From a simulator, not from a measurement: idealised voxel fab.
process module | voxel fin reveal
cross-section cut | 160 nm wide | cells 5 nm
A cross-section is a grid of square cells, given in bands from the top down. A band is one or more rows of cells.
Each band's line starts with the height of the band's top and of its bottom, in nm. Then come its materials from left to right, each with its width in nm. One material with "throughout" fills the band from edge to edge. "air" is empty space.
Height 0 is the level under which the wafer as received is all one material. The lowest band goes on downwards, as in "0 down".
A width such as "30 to 40" changes by the same amount from each row of cells to the next, from the band's top row to its bottom row.
"no change" after a step means that no cell of the cross-section changed.
closed voids: empty space of 8 cells or more with no open way to the top, each as width x height at its distance from the left edge, in nm
after a step's settings: what the simulator itself notes on the step
overlay nm, on a step with a mask: how far to the right of its planned place the mask lay; to the left if negative
plan
1 op RECEIVE | material Si
2 op CONFORMAL_DEP | material SiN | thk nm 5
3 op MASKED_ETCH | tone cover | mask id FINS | width nm 15 | pitch nm 45 | etch materials SiN | depth nm 5 | overlay nm 0
4 op MASKED_ETCH | tone cover | mask id FINS | width nm 15 | pitch nm 45 | etch materials Si | depth nm 30 | overlay nm 0
5 op OXIDIZE | depth nm 5
6 op FILL_DEP | material SiO2 | thk nm 10
7 op CMP | height nm -5
8 op SELECTIVE_ETCH | etch materials SiO2 | depth nm 25
9 op STRIP | etch materials SiN
10 op CONFORMAL_DEP | material SiO2 | thk nm 5
varied across the wafers: height nm of step 7. The plan shows the first wafer's value. All wafers start alike
first wafer as received, after step 1
  0 down: Si throughout
  closed voids: none
first wafer at the end, after step 10
  0 to -5: air 50 | SiO2 15 | air 30 | SiO2 15 | air 50
  -5 to -25: air 50 | SiO2 5 | Si 5 | SiO2 5 | air 30 | SiO2 5 | Si 5 | SiO2 5 | air 50
  -25 to -35: SiO2 55 | Si 5 | SiO2 40 | Si 5 | SiO2 55
  -35 down: Si throughout
  closed voids: none
last wafer at the end
  5 to 0: air 50 | SiO2 15 | air 30 | SiO2 15 | air 50
  0 to -5: air 50 | SiO2 5 | Si 5 | SiO2 5 | air 30 | SiO2 5 | Si 5 | SiO2 5 | air 50
  -5 to -35: SiO2 55 | Si 5 | SiO2 40 | Si 5 | SiO2 55
  -35 down: Si throughout
  closed voids: none
each wafer at the end: cells of each material gained (+) or lost (-) since it was received, then its closed voids
height nm -5 | -212 Si | +82 SiO2 | closed voids: none
height nm 0 | -210 Si | +112 SiO2 | closed voids: none
height nm 5 | -210 Si | +138 SiO2 | closed voids: none
height nm 10 | -210 Si | +164 SiO2 | closed voids: none
height nm 15 | -210 Si | +190 SiO2 | closed voids: none
